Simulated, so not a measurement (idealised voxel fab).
The following is a process module called voxel transistor to metal.
Displayed cross-section: cut, width of 270 nm, square cells sized 5 nm.
Format of a cross-section: grid, square cells. Given as bands. Order: top down. Band: one or more rows of cells. Band entry format. Leading values: height of top, height of bottom, nm. Remainder: materials in left-to-right order, each with its width in nm. Special words: "throughout" on a single material, which then fills the band edge to edge; "air", empty space. Height 0 is the level under which the wafer as received is all one material. The lowest band goes on downwards, as in "0 down". The width entry "30..40" should be interpreted row by row: the top row of cells in the band takes the first number, the bottom row takes the second number, and the change between adjacent rows is uniform throughout. It should be understood that the words "remained unchanged", when stated for a given step, signify that the cross-section underwent no change in any of its cells during that step. Any empty space of 8 cells or more lacking an open way to the top shows up in "Fully closed voids" as width x height at distance, distance from the left edge, in nm. Post-settings text on a step line: simulator's own remark regarding the step. Regarding "overlay nm": on a step with a mask, it is the distance the mask lay to the right of its planned place; a negative value places it to the left.

Below is the list of planned process steps
1,RECEIVE, material Si
2,OXIDIZE, depth nm 5
3,CONFORMAL_DEP, material SiN, thk nm 15
4,MASKED_ETCH, tone cover, mask id ACTIVE, width nm 105, pitch nm 135, etch materials SiN, depth nm 15, overlay nm 0
5,MASKED_ETCH, tone cover, mask id ACTIVE, width nm 105, pitch nm 135, etch materials SiO2, depth nm 5, overlay nm 0
6,MASKED_ETCH, tone cover, mask id ACTIVE, width nm 105, pitch nm 135, etch materials Si, depth nm 35, overlay nm 0
7,OXIDIZE, depth nm 5
8,FILL_DEP, material SiO2, thk nm 15
9,CMP, height nm 15
10,SELECTIVE_ETCH, etch materials SiO2, depth nm 15
11,STRIP, etch materials SiN
12,SELECTIVE_ETCH, etch materials SiO2, depth nm 5
13,OXIDIZE, depth nm 5
14,DIRECTIONAL_DEP, material polySi, thk nm 25
15,DIRECTIONAL_DEP, material SiCN, thk nm 15
16,MASKED_ETCH, tone cover, mask id GATE, width nm 25, pitch nm 135, etch materials SiCN, depth nm 25, overlay nm 0
17,MASKED_ETCH, tone cover, mask id GATE, width nm 25, pitch nm 135, etch materials polySi, depth nm 35, overlay nm 0
18,CONFORMAL_DEP, material SiO2, thk nm 5
19,DIRECTIONAL_ETCH, etch materials SiO2, depth nm 5
20,CONFORMAL_DEP, material SiN, thk nm 10
21,DIRECTIONAL_ETCH, etch materials SiN, depth nm 10
22,DIRECTIONAL_ETCH, etch materials SiO2, depth nm 5
23,DIRECTIONAL_ETCH, etch materials Si, depth nm 5
24,EPI, material pSi, thk nm 10
25,FILL_DEP, material SiO2, thk nm 10
26,CMP, height nm 20
27,STRIP, etch materials polySi
28,SELECTIVE_ETCH, etch materials SiO2, depth nm 5
29,CONFORMAL_DEP, material HfO2, thk nm 5
30,CONFORMAL_DEP, material TiN, thk nm 5
31,FILL_DEP, material W, thk nm 10
32,CMP, height nm 15
33,DIRECTIONAL_DEP, material SiO2, thk nm 10
34,DIRECTIONAL_DEP, material aC, thk nm 10
35,PATTERN, tone open, mask id CONTACT, material resist, width nm 20, thk nm 30, overlay nm 0
36,DIRECTIONAL_ETCH, etch materials aC, depth nm 10
37,STRIP, etch materials resist
38,DIRECTIONAL_ETCH, etch materials SiO2, depth nm 30
39,STRIP, etch materials aC
40,CONFORMAL_DEP, material TiN, thk nm 5
41,FILL_DEP, material W, thk nm 10
42,CMP, height nm 25
43,CONFORMAL_DEP, material SiN, thk nm 5
44,DIRECTIONAL_DEP, material lowk, thk nm 25
45,DIRECTIONAL_DEP, material aC, thk nm 15
46,PATTERN, tone open, mask id METAL_1, material resist, width nm 20, thk nm 30, overlay nm 0
47,DIRECTIONAL_ETCH, etch materials aC, depth nm 15
48,STRIP, etch materials resist
49,DIRECTIONAL_ETCH, etch materials lowk, depth nm 25
50,DIRECTIONAL_ETCH, etch materials SiN, depth nm 5
51,STRIP, etch materials aC
52,CONFORMAL_DEP, material TiN, thk nm 5
53,FILL_DEP, material Cu, thk nm 5
54,CMP, height nm 55
55,EPI, material Ru, thk nm 5
56,FILL_DEP, material SiCN, thk nm 5

First out of two wafers; run went to plan

Here's what the wafer looked like in cross-section when it arrived - that's after step 1
- 0 down  Si throughout
- Fully closed voids: none

Step 2 done - wafer cross-section
- 0 to -5  SiO2 throughout
- below -5: unchanged

Step 3 done - wafer cross-section
- 15 to 0  SiN throughout
- below 0: unchanged

Step 4 done - wafer cross-section
- 15 to 0  air 15, then SiN 105, then air 30, then SiN 105, then air 15
- below 0: unchanged

Step 5 done - wafer cross-section
- 15 to 0  air 15, then SiN 105, then air 30, then SiN 105, then air 15
- 0 to -5  air 15, then SiO2 105, then air 30, then SiO2 105, then air 15
- below -5: unchanged

Step 6 done - wafer cross-section
- 15 to 0  air 15, then SiN 105, then air 30, then SiN 105, then air 15
- 0 to -5  air 15, then SiO2 105, then air 30, then SiO2 105, then air 15
- -5 to -40  air 15, then Si 105, then air 30, then Si 105, then air 15
- below -40: unchanged

Step 7 done - wafer cross-section
- 15 to 0  air 15, then SiN 105, then air 30, then SiN 105, then air 15
- 0 to -5  air 15, then SiO2 105, then air 30, then SiO2 105, then air 15
- -5 to -40  air 15, then SiO2 5, then Si 95, then SiO2 5, then air 30, then SiO2 5, then Si 95, then SiO2 5, then air 15
- -40 to -45  SiO2 20, then Si 95, then SiO2 40, then Si 95, then SiO2 20
- below -45: unchanged

Step 8 done - wafer cross-section
- 30 to 15  SiO2 throughout
- 15 to 0  SiO2 15, then SiN 105, then SiO2 30, then SiN 105, then SiO2 15
- 0 to -5  SiO2 throughout
- -5 to -45  SiO2 20, then Si 95, then SiO2 40, then Si 95, then SiO2 20
- below -45: unchanged

Step 9 done - wafer cross-section
- 15 to 0  SiO2 15, then SiN 105, then SiO2 30, then SiN 105, then SiO2 15
- below 0: unchanged

Step 10 done - wafer cross-section
- 15 to 0  air 15, then SiN 105, then air 30, then SiN 105, then air 15
- below 0: unchanged

Step 11 done - wafer cross-section
- 0 to -5  SiO2 throughout
- below -5: unchanged

Step 12 done - wafer cross-section
- -5 to -45  SiO2 20, then Si 95, then SiO2 40, then Si 95, then SiO2 20
- below -45: unchanged

Step 13 done - wafer cross-section
- -5 to -10  SiO2 throughout
- below -10: unchanged

Step 14 done - wafer cross-section
- 20 to -5  polySi throughout
- below -5: unchanged

Step 15 done - wafer cross-section
- 35 to 20  SiCN throughout
- below 20: unchanged

Step 16 done - wafer cross-section
- 35 to 20  air 55, then SiCN 25, then air 110, then SiCN 25, then air 55
- below 20: unchanged

Step 17 done - wafer cross-section
- 35 to 20  air 55, then SiCN 25, then air 110, then SiCN 25, then air 55
- 20 to -5  air 55, then polySi 25, then air 110, then polySi 25, then air 55
- below -5: unchanged

Step 18 done - wafer cross-section
- 40 to 35  air 50, then SiO2 35, then air 100, then SiO2 35, then air 50
- 35 to 20  air 50, then SiO2 5, then SiCN 25, then SiO2 5, then air 100, then SiO2 5, then SiCN 25, then SiO2 5, then air 50
- 20 to 0  air 50, then SiO2 5, then polySi 25, then SiO2 5, then air 100, then SiO2 5, then polySi 25, then SiO2 5, then air 50
- 0 to -5  SiO2 55, then polySi 25, then SiO2 110, then polySi 25, then SiO2 55
- below -5: unchanged

Step 19 done - wafer cross-section
- 35 to 20  air 50, then SiO2 5, then SiCN 25, then SiO2 5, then air 100, then SiO2 5, then SiCN 25, then SiO2 5, then air 50
- 20 to -5  air 50, then SiO2 5, then polySi 25, then SiO2 5, then air 100, then SiO2 5, then polySi 25, then SiO2 5, then air 50
- below -5: unchanged

Step 20 done - wafer cross-section
- 45 to 35  air 40, then SiN 55, then air 80, then SiN 55, then air 40
- 35 to 20  air 40, then SiN 10, then SiO2 5, then SiCN 25, then SiO2 5, then SiN 10, then air 80, then SiN 10, then SiO2 5, then SiCN 25, then SiO2 5, then SiN 10, then air 40
- 20 to 5  air 40, then SiN 10, then SiO2 5, then polySi 25, then SiO2 5, then SiN 10, then air 80, then SiN 10, then SiO2 5, then polySi 25, then SiO2 5, then SiN 10, then air 40
- 5 to -5  SiN 50, then SiO2 5, then polySi 25, then SiO2 5, then SiN 100, then SiO2 5, then polySi 25, then SiO2 5, then SiN 50
- below -5: unchanged

Step 21 done - wafer cross-section
- 35 to 20  air 40, then SiN 10, then SiO2 5, then SiCN 25, then SiO2 5, then SiN 10, then air 80, then SiN 10, then SiO2 5, then SiCN 25, then SiO2 5, then SiN 10, then air 40
- 20 to -5  air 40, then SiN 10, then SiO2 5, then polySi 25, then SiO2 5, then SiN 10, then air 80, then SiN 10, then SiO2 5, then polySi 25, then SiO2 5, then SiN 10, then air 40
- below -5: unchanged

Step 22 done - wafer cross-section
- 35 to 30  air 40, then SiN 10, then air 5, then SiCN 25, then air 5, then SiN 10, then air 80, then SiN 10, then air 5, then SiCN 25, then air 5, then SiN 10, then air 40
- 30 to 20  air 40, then SiN 10, then SiO2 5, then SiCN 25, then SiO2 5, then SiN 10, then air 80, then SiN 10, then SiO2 5, then SiCN 25, then SiO2 5, then SiN 10, then air 40
- 20 to -5  air 40, then SiN 10, then SiO2 5, then polySi 25, then SiO2 5, then SiN 10, then air 80, then SiN 10, then SiO2 5, then polySi 25, then SiO2 5, then SiN 10, then air 40
- -5 to -10  air 40, then SiO2 55, then air 80, then SiO2 55, then air 40
- below -10: unchanged

Step 23 done - wafer cross-section
- 35 to 30  air 40, then SiN 10, then air 5, then SiCN 25, then air 5, then SiN 10, then air 80, then SiN 10, then air 5, then SiCN 25, then air 5, then SiN 10, then air 40
- 30 to 20  air 40, then SiN 10, then SiO2 5, then SiCN 25, then SiO2 5, then SiN 10, then air 80, then SiN 10, then SiO2 5, then SiCN 25, then SiO2 5, then SiN 10, then air 40
- 20 to -5  air 40, then SiN 10, then SiO2 5, then polySi 25, then SiO2 5, then SiN 10, then air 80, then SiN 10, then SiO2 5, then polySi 25, then SiO2 5, then SiN 10, then air 40
- -5 to -10  air 40, then SiO2 55, then air 80, then SiO2 55, then air 40
- -10 to -15  SiO2 20, then air 20, then Si 55, then air 20, then SiO2 40, then air 20, then Si 55, then air 20, then SiO2 20
- below -15: unchanged

Step 24 done - wafer cross-section
- 35 to 30  air 40, then SiN 10, then air 5, then SiCN 25, then air 5, then SiN 10, then air 80, then SiN 10, then air 5, then SiCN 25, then air 5, then SiN 10, then air 40
- 30 to 20  air 40, then SiN 10, then SiO2 5, then SiCN 25, then SiO2 5, then SiN 10, then air 80, then SiN 10, then SiO2 5, then SiCN 25, then SiO2 5, then SiN 10, then air 40
- 20 to 0  air 40, then SiN 10, then SiO2 5, then polySi 25, then SiO2 5, then SiN 10, then air 80, then SiN 10, then SiO2 5, then polySi 25, then SiO2 5, then SiN 10, then air 40
- 0 to -5  air 30, then pSi 10, then SiN 10, then SiO2 5, then polySi 25, then SiO2 5, then SiN 10, then pSi 10, then air 60, then pSi 10, then SiN 10, then SiO2 5, then polySi 25, then SiO2 5, then SiN 10, then pSi 10, then air 30
- -5 to -10  air 15, then pSi 25, then SiO2 55, then pSi 25, then air 30, then pSi 25, then SiO2 55, then pSi 25, then air 15
- -10 to -15  SiO2 20, then pSi 20, then Si 55, then pSi 20, then SiO2 40, then pSi 20, then Si 55, then pSi 20, then SiO2 20
- below -15: unchanged

Step 25 done - wafer cross-section
- 45 to 35  SiO2 throughout
- 35 to 20  SiO2 40, then SiN 10, then SiO2 5, then SiCN 25, then SiO2 5, then SiN 10, then SiO2 80, then SiN 10, then SiO2 5, then SiCN 25, then SiO2 5, then SiN 10, then SiO2 40
- 20 to 0  SiO2 40, then SiN 10, then SiO2 5, then polySi 25, then SiO2 5, then SiN 10, then SiO2 80, then SiN 10, then SiO2 5, then polySi 25, then SiO2 5, then SiN 10, then SiO2 40
- 0 to -5  SiO2 30, then pSi 10, then SiN 10, then SiO2 5, then polySi 25, then SiO2 5, then SiN 10, then pSi 10, then SiO2 60, then pSi 10, then SiN 10, then SiO2 5, then polySi 25, then SiO2 5, then SiN 10, then pSi 10, then SiO2 30
- -5 to -10  SiO2 15, then pSi 25, then SiO2 55, then pSi 25, then SiO2 30, then pSi 25, then SiO2 55, then pSi 25, then SiO2 15
- below -10: unchanged

Step 26 done - wafer cross-section
- 20 to 0  SiO2 40, then SiN 10, then SiO2 5, then polySi 25, then SiO2 5, then SiN 10, then SiO2 80, then SiN 10, then SiO2 5, then polySi 25, then SiO2 5, then SiN 10, then SiO2 40
- below 0: unchanged

Step 27 done - wafer cross-section
- 20 to 0  SiO2 40, then SiN 10, then SiO2 5, then air 25, then SiO2 5, then SiN 10, then SiO2 80, then SiN 10, then SiO2 5, then air 25, then SiO2 5, then SiN 10, then SiO2 40
- 0 to -5  SiO2 30, then pSi 10, then SiN 10, then SiO2 5, then air 25, then SiO2 5, then SiN 10, then pSi 10, then SiO2 60, then pSi 10, then SiN 10, then SiO2 5, then air 25, then SiO2 5, then SiN 10, then pSi 10, then SiO2 30
- below -5: unchanged

Step 28 done - wafer cross-section
- 20 to 15  air 40, then SiN 10, then air 35, then SiN 10, then air 80, then SiN 10, then air 35, then SiN 10, then air 40
- 15 to 0  SiO2 40, then SiN 10, then air 35, then SiN 10, then SiO2 80, then SiN 10, then air 35, then SiN 10, then SiO2 40
- 0 to -5  SiO2 30, then pSi 10, then SiN 10, then air 35, then SiN 10, then pSi 10, then SiO2 60, then pSi 10, then SiN 10, then air 35, then SiN 10, then pSi 10, then SiO2 30
- -5 to -10  SiO2 15, then pSi 25, then SiO2 10, then air 35, then SiO2 10, then pSi 25, then SiO2 30, then pSi 25, then SiO2 10, then air 35, then SiO2 10, then pSi 25, then SiO2 15
- below -10: unchanged

Step 29 done - wafer cross-section
- 25 to 20  air 35, then HfO2 20, then air 25, then HfO2 20, then air 70, then HfO2 20, then air 25, then HfO2 20, then air 35
- 20 to 15  HfO2 40, then SiN 10, then HfO2 5, then air 25, then HfO2 5, then SiN 10, then HfO2 80, then SiN 10, then HfO2 5, then air 25, then HfO2 5, then SiN 10, then HfO2 40
- 15 to 0  SiO2 40, then SiN 10, then HfO2 5, then air 25, then HfO2 5, then SiN 10, then SiO2 80, then SiN 10, then HfO2 5, then air 25, then HfO2 5, then SiN 10, then SiO2 40
- 0 to -5  SiO2 30, then pSi 10, then SiN 10, then HfO2 5, then air 25, then HfO2 5, then SiN 10, then pSi 10, then SiO2 60, then pSi 10, then SiN 10, then HfO2 5, then air 25, then HfO2 5, then SiN 10, then pSi 10, then SiO2 30
- -5 to -10  SiO2 15, then pSi 25, then SiO2 10, then HfO2 35, then SiO2 10, then pSi 25, then SiO2 30, then pSi 25, then SiO2 10, then HfO2 35, then SiO2 10, then pSi 25, then SiO2 15
- below -10: unchanged

Step 30 done - wafer cross-section
- 30 to 25  air 30, then TiN 30, then air 15, then TiN 30, then air 60, then TiN 30, then air 15, then TiN 30, then air 30
- 25 to 20  TiN 35, then HfO2 20, then TiN 5, then air 15, then TiN 5, then HfO2 20, then TiN 70, then HfO2 20, then TiN 5, then air 15, then TiN 5, then HfO2 20, then TiN 35
- 20 to 15  HfO2 40, then SiN 10, then HfO2 5, then TiN 5, then air 15, then TiN 5, then HfO2 5, then SiN 10, then HfO2 80, then SiN 10, then HfO2 5, then TiN 5, then air 15, then TiN 5, then HfO2 5, then SiN 10, then HfO2 40
- 15 to 0  SiO2 40, then SiN 10, then HfO2 5, then TiN 5, then air 15, then TiN 5, then HfO2 5, then SiN 10, then SiO2 80, then SiN 10, then HfO2 5, then TiN 5, then air 15, then TiN 5, then HfO2 5, then SiN 10, then SiO2 40
- 0 to -5  SiO2 30, then pSi 10, then SiN 10, then HfO2 5, then TiN 25, then HfO2 5, then SiN 10, then pSi 10, then SiO2 60, then pSi 10, then SiN 10, then HfO2 5, then TiN 25, then HfO2 5, then SiN 10, then pSi 10, then SiO2 30
- below -5: unchanged

Step 31 done - wafer cross-section
- 40 to 30  W throughout
- 30 to 25  W 30, then TiN 30, then W 15, then TiN 30, then W 60, then TiN 30, then W 15, then TiN 30, then W 30
- 25 to 20  TiN 35, then HfO2 20, then TiN 5, then W 15, then TiN 5, then HfO2 20, then TiN 70, then HfO2 20, then TiN 5, then W 15, then TiN 5, then HfO2 20, then TiN 35
- 20 to 15  HfO2 40, then SiN 10, then HfO2 5, then TiN 5, then W 15, then TiN 5, then HfO2 5, then SiN 10, then HfO2 80, then SiN 10, then HfO2 5, then TiN 5, then W 15, then TiN 5, then HfO2 5, then SiN 10, then HfO2 40
- 15 to 0  SiO2 40, then SiN 10, then HfO2 5, then TiN 5, then W 15, then TiN 5, then HfO2 5, then SiN 10, then SiO2 80, then SiN 10, then HfO2 5, then TiN 5, then W 15, then TiN 5, then HfO2 5, then SiN 10, then SiO2 40
- below 0: unchanged

Step 32 done - wafer cross-section
- 15 to 0  SiO2 40, then SiN 10, then HfO2 5, then TiN 5, then W 15, then TiN 5, then HfO2 5, then SiN 10, then SiO2 80, then SiN 10, then HfO2 5, then TiN 5, then W 15, then TiN 5, then HfO2 5, then SiN 10, then SiO2 40
- below 0: unchanged

Step 33 done - wafer cross-section
- 25 to 15  SiO2 throughout
- below 15: unchanged

Step 34 done - wafer cross-section
- 35 to 25  aC throughout
- below 25: unchanged

Step 35 done - wafer cross-section
- 65 to 35  resist 20, then air 20, then resist 55, then air 20, then resist 40, then air 20, then resist 55, then air 20, then resist 20
- below 35: unchanged

Step 36 done - wafer cross-section
- 55 to 35  resist 20, then air 20, then resist 55, then air 20, then resist 40, then air 20, then resist 55, then air 20, then resist 20
- 35 to 25  aC 20, then air 20, then aC 55, then air 20, then aC 40, then air 20, then aC 55, then air 20, then aC 20
- below 25: unchanged

Step 37 done - wafer cross-section
- 35 to 25  aC 20, then air 20, then aC 55, then air 20, then aC 40, then air 20, then aC 55, then air 20, then aC 20
- below 25: unchanged

Step 38 done - wafer cross-section
- 35 to 25  aC 20, then air 20, then aC 55, then air 20, then aC 40, then air 20, then aC 55, then air 20, then aC 20
- 25 to 15  SiO2 20, then air 20, then SiO2 55, then air 20, then SiO2 40, then air 20, then SiO2 55, then air 20, then SiO2 20
- 15 to 0  SiO2 20, then air 20, then SiN 10, then HfO2 5, then TiN 5, then W 15, then TiN 5, then HfO2 5, then SiN 10, then air 20, then SiO2 40, then air 20, then SiN 10, then HfO2 5, then TiN 5, then W 15, then TiN 5, then HfO2 5, then SiN 10, then air 20, then SiO2 20
- 0 to -5  SiO2 20, then air 10, then pSi 10, then SiN 10, then HfO2 5, then TiN 25, then HfO2 5, then SiN 10, then pSi 10, then air 10, then SiO2 40, then air 10, then pSi 10, then SiN 10, then HfO2 5, then TiN 25, then HfO2 5, then SiN 10, then pSi 10, then air 10, then SiO2 20
- below -5: unchanged

Step 39 done - wafer cross-section
- 25 to 15  SiO2 20, then air 20, then SiO2 55, then air 20, then SiO2 40, then air 20, then SiO2 55, then air 20, then SiO2 20
- below 15: unchanged

Step 40 done - wafer cross-section
- 30 to 25  TiN 25, then air 10, then TiN 65, then air 10, then TiN 50, then air 10, then TiN 65, then air 10, then TiN 25
- 25 to 15  SiO2 20, then TiN 5, then air 10, then TiN 5, then SiO2 55, then TiN 5, then air 10, then TiN 5, then SiO2 40, then TiN 5, then air 10, then TiN 5, then SiO2 55, then TiN 5, then air 10, then TiN 5, then SiO2 20
- 15 to 5  SiO2 20, then TiN 5, then air 10, then TiN 5, then SiN 10, then HfO2 5, then TiN 5, then W 15, then TiN 5, then HfO2 5, then SiN 10, then TiN 5, then air 10, then TiN 5, then SiO2 40, then TiN 5, then air 10, then TiN 5, then SiN 10, then HfO2 5, then TiN 5, then W 15, then TiN 5, then HfO2 5, then SiN 10, then TiN 5, then air 10, then TiN 5, then SiO2 20
- 5 to 0  SiO2 20, then TiN 20, then SiN 10, then HfO2 5, then TiN 5, then W 15, then TiN 5, then HfO2 5, then SiN 10, then TiN 20, then SiO2 40, then TiN 20, then SiN 10, then HfO2 5, then TiN 5, then W 15, then TiN 5, then HfO2 5, then SiN 10, then TiN 20, then SiO2 20
- 0 to -5  SiO2 20, then TiN 10, then pSi 10, then SiN 10, then HfO2 5, then TiN 25, then HfO2 5, then SiN 10, then pSi 10, then TiN 10, then SiO2 40, then TiN 10, then pSi 10, then SiN 10, then HfO2 5, then TiN 25, then HfO2 5, then SiN 10, then pSi 10, then TiN 10, then SiO2 20
- below -5: unchanged

Step 41 done - wafer cross-section
- 40 to 30  W throughout
- 30 to 25  TiN 25, then W 10, then TiN 65, then W 10, then TiN 50, then W 10, then TiN 65, then W 10, then TiN 25
- 25 to 15  SiO2 20, then TiN 5, then W 10, then TiN 5, then SiO2 55, then TiN 5, then W 10, then TiN 5, then SiO2 40, then TiN 5, then W 10, then TiN 5, then SiO2 55, then TiN 5, then W 10, then TiN 5, then SiO2 20
- 15 to 5  SiO2 20, then TiN 5, then W 10, then TiN 5, then SiN 10, then HfO2 5, then TiN 5, then W 15, then TiN 5, then HfO2 5, then SiN 10, then TiN 5, then W 10, then TiN 5, then SiO2 40, then TiN 5, then W 10, then TiN 5, then SiN 10, then HfO2 5, then TiN 5, then W 15, then TiN 5, then HfO2 5, then SiN 10, then TiN 5, then W 10, then TiN 5, then SiO2 20
- below 5: unchanged

Step 42 done - wafer cross-section
- 25 to 15  SiO2 20, then TiN 5, then W 10, then TiN 5, then SiO2 55, then TiN 5, then W 10, then TiN 5, then SiO2 40, then TiN 5, then W 10, then TiN 5, then SiO2 55, then TiN 5, then W 10, then TiN 5, then SiO2 20
- below 15: unchanged

Step 43 done - wafer cross-section
- 30 to 25  SiN throughout
- below 25: unchanged

Step 44 done - wafer cross-section
- 55 to 30  lowk throughout
- below 30: unchanged

Step 45 done - wafer cross-section
- 70 to 55  aC throughout
- below 55: unchanged

Step 46 done - wafer cross-section
- 100 to 70  resist 20, then air 20, then resist 55, then air 20, then resist 40, then air 20, then resist 55, then air 20, then resist 20
- below 70: unchanged

Step 47 done - wafer cross-section
- 85 to 70  resist 20, then air 20, then resist 55, then air 20, then resist 40, then air 20, then resist 55, then air 20, then resist 20
- 70 to 55  aC 20, then air 20, then aC 55, then air 20, then aC 40, then air 20, then aC 55, then air 20, then aC 20
- below 55: unchanged

Step 48 done - wafer cross-section
- 70 to 55  aC 20, then air 20, then aC 55, then air 20, then aC 40, then air 20, then aC 55, then air 20, then aC 20
- below 55: unchanged

Step 49 done - wafer cross-section
- 70 to 55  aC 20, then air 20, then aC 55, then air 20, then aC 40, then air 20, then aC 55, then air 20, then aC 20
- 55 to 30  lowk 20, then air 20, then lowk 55, then air 20, then lowk 40, then air 20, then lowk 55, then air 20, then lowk 20
- below 30: unchanged

Step 50 done - wafer cross-section
- 70 to 55  aC 20, then air 20, then aC 55, then air 20, then aC 40, then air 20, then aC 55, then air 20, then aC 20
- 55 to 30  lowk 20, then air 20, then lowk 55, then air 20, then lowk 40, then air 20, then lowk 55, then air 20, then lowk 20
- 30 to 25  SiN 20, then air 20, then SiN 55, then air 20, then SiN 40, then air 20, then SiN 55, then air 20, then SiN 20
- below 25: unchanged

Step 51 done - wafer cross-section
- 55 to 30  lowk 20, then air 20, then lowk 55, then air 20, then lowk 40, then air 20, then lowk 55, then air 20, then lowk 20
- below 30: unchanged

Step 52 done - wafer cross-section
- 60 to 55  TiN 25, then air 10, then TiN 65, then air 10, then TiN 50, then air 10, then TiN 65, then air 10, then TiN 25
- 55 to 30  lowk 20, then TiN 5, then air 10, then TiN 5, then lowk 55, then TiN 5, then air 10, then TiN 5, then lowk 40, then TiN 5, then air 10, then TiN 5, then lowk 55, then TiN 5, then air 10, then TiN 5, then lowk 20
- 30 to 25  SiN 20, then TiN 20, then SiN 55, then TiN 20, then SiN 40, then TiN 20, then SiN 55, then TiN 20, then SiN 20
- below 25: unchanged

Step 53 done - wafer cross-section
- 65 to 60  Cu throughout
- 60 to 55  TiN 25, then Cu 10, then TiN 65, then Cu 10, then TiN 50, then Cu 10, then TiN 65, then Cu 10, then TiN 25
- 55 to 30  lowk 20, then TiN 5, then Cu 10, then TiN 5, then lowk 55, then TiN 5, then Cu 10, then TiN 5, then lowk 40, then TiN 5, then Cu 10, then TiN 5, then lowk 55, then TiN 5, then Cu 10, then TiN 5, then lowk 20
- below 30: unchanged

Step 54 done - wafer cross-section
- 55 to 30  lowk 20, then TiN 5, then Cu 10, then TiN 5, then lowk 55, then TiN 5, then Cu 10, then TiN 5, then lowk 40, then TiN 5, then Cu 10, then TiN 5, then lowk 55, then TiN 5, then Cu 10, then TiN 5, then lowk 20
- below 30: unchanged

Step 55 done - wafer cross-section
- 60 to 55  air 15, then Ru 30, then air 45, then Ru 30, then air 30, then Ru 30, then air 45, then Ru 30, then air 15
- below 55: unchanged

Step 56 done - wafer cross-section
- 65 to 60  SiCN throughout
- 60 to 55  SiCN 15, then Ru 30, then SiCN 45, then Ru 30, then SiCN 30, then Ru 30, then SiCN 45, then Ru 30, then SiCN 15
- below 55: unchanged

Notes, second wafer: start = first wafer's, plan = first wafer's, execution had one mistake; history identical to first through step 45

Second wafer, cross-section, planned end of step 46
- 100 to 70  air 20, then resist 20, then air 55, then resist 20, then air 40, then resist 20, then air 55, then resist 20, then air 20
- below 70: unchanged

Second wafer, cross-section, planned end of step 47
- 85 to 70  air 20, then resist 20, then air 55, then resist 20, then air 40, then resist 20, then air 55, then resist 20, then air 20
- 70 to 55  air 20, then aC 20, then air 55, then aC 20, then air 40, then aC 20, then air 55, then aC 20, then air 20
- below 55: unchanged

Second wafer, cross-section, planned end of step 48
- 70 to 55  air 20, then aC 20, then air 55, then aC 20, then air 40, then aC 20, then air 55, then aC 20, then air 20
- below 55: unchanged

Second wafer, cross-section, planned end of step 49
- 70 to 55  air 20, then aC 20, then air 55, then aC 20, then air 40, then aC 20, then air 55, then aC 20, then air 20
- 55 to 30  air 20, then lowk 20, then air 55, then lowk 20, then air 40, then lowk 20, then air 55, then lowk 20, then air 20
- below 30: unchanged

Second wafer, cross-section, planned end of step 50
- 70 to 55  air 20, then aC 20, then air 55, then aC 20, then air 40, then aC 20, then air 55, then aC 20, then air 20
- 55 to 30  air 20, then lowk 20, then air 55, then lowk 20, then air 40, then lowk 20, then air 55, then lowk 20, then air 20
- 30 to 25  air 20, then SiN 20, then air 55, then SiN 20, then air 40, then SiN 20, then air 55, then SiN 20, then air 20
- below 25: unchanged

Second wafer, cross-section, planned end of step 51
- 55 to 30  air 20, then lowk 20, then air 55, then lowk 20, then air 40, then lowk 20, then air 55, then lowk 20, then air 20
- below 30: unchanged

Second wafer, cross-section, planned end of step 52
- 60 to 55  air 15, then TiN 30, then air 45, then TiN 30, then air 30, then TiN 30, then air 45, then TiN 30, then air 15
- 55 to 30  air 15, then TiN 5, then lowk 20, then TiN 5, then air 45, then TiN 5, then lowk 20, then TiN 5, then air 30, then TiN 5, then lowk 20, then TiN 5, then air 45, then TiN 5, then lowk 20, then TiN 5, then air 15
- 30 to 25  TiN 20, then SiN 20, then TiN 55, then SiN 20, then TiN 40, then SiN 20, then TiN 55, then SiN 20, then TiN 20
- below 25: unchanged

Second wafer, cross-section, planned end of step 53
- 65 to 60  Cu throughout
- 60 to 55  Cu 15, then TiN 30, then Cu 45, then TiN 30, then Cu 30, then TiN 30, then Cu 45, then TiN 30, then Cu 15
- 55 to 30  Cu 15, then TiN 5, then lowk 20, then TiN 5, then Cu 45, then TiN 5, then lowk 20, then TiN 5, then Cu 30, then TiN 5, then lowk 20, then TiN 5, then Cu 45, then TiN 5, then lowk 20, then TiN 5, then Cu 15
- below 30: unchanged

Second wafer, cross-section, planned end of step 54
- 55 to 30  Cu 15, then TiN 5, then lowk 20, then TiN 5, then Cu 45, then TiN 5, then lowk 20, then TiN 5, then Cu 30, then TiN 5, then lowk 20, then TiN 5, then Cu 45, then TiN 5, then lowk 20, then TiN 5, then Cu 15
- below 30: unchanged

Second wafer, cross-section, planned end of step 55
- 60 to 55  Ru 25, then air 10, then Ru 65, then air 10, then Ru 50, then air 10, then Ru 65, then air 10, then Ru 25
- below 55: unchanged

Second wafer, cross-section, planned end of step 56
- 65 to 60  SiCN throughout
- 60 to 55  Ru 25, then SiCN 10, then Ru 65, then SiCN 10, then Ru 50, then SiCN 10, then Ru 65, then SiCN 10, then Ru 25
- below 55: unchanged
Against the plan, the run slipped here: step 46 deviated from plan and actually ran as PATTERN, tone cover, mask id METAL_1, material resist, width nm 20, thk nm 30, overlay nm 0
End check, counted in cells, second wafer has more or fewer of these materials than the first: Cu: 110 more | Ru: 22 more | SiCN: 22 fewer | SiN: 22 fewer | TiN: 22 more | lowk: 110 fewer
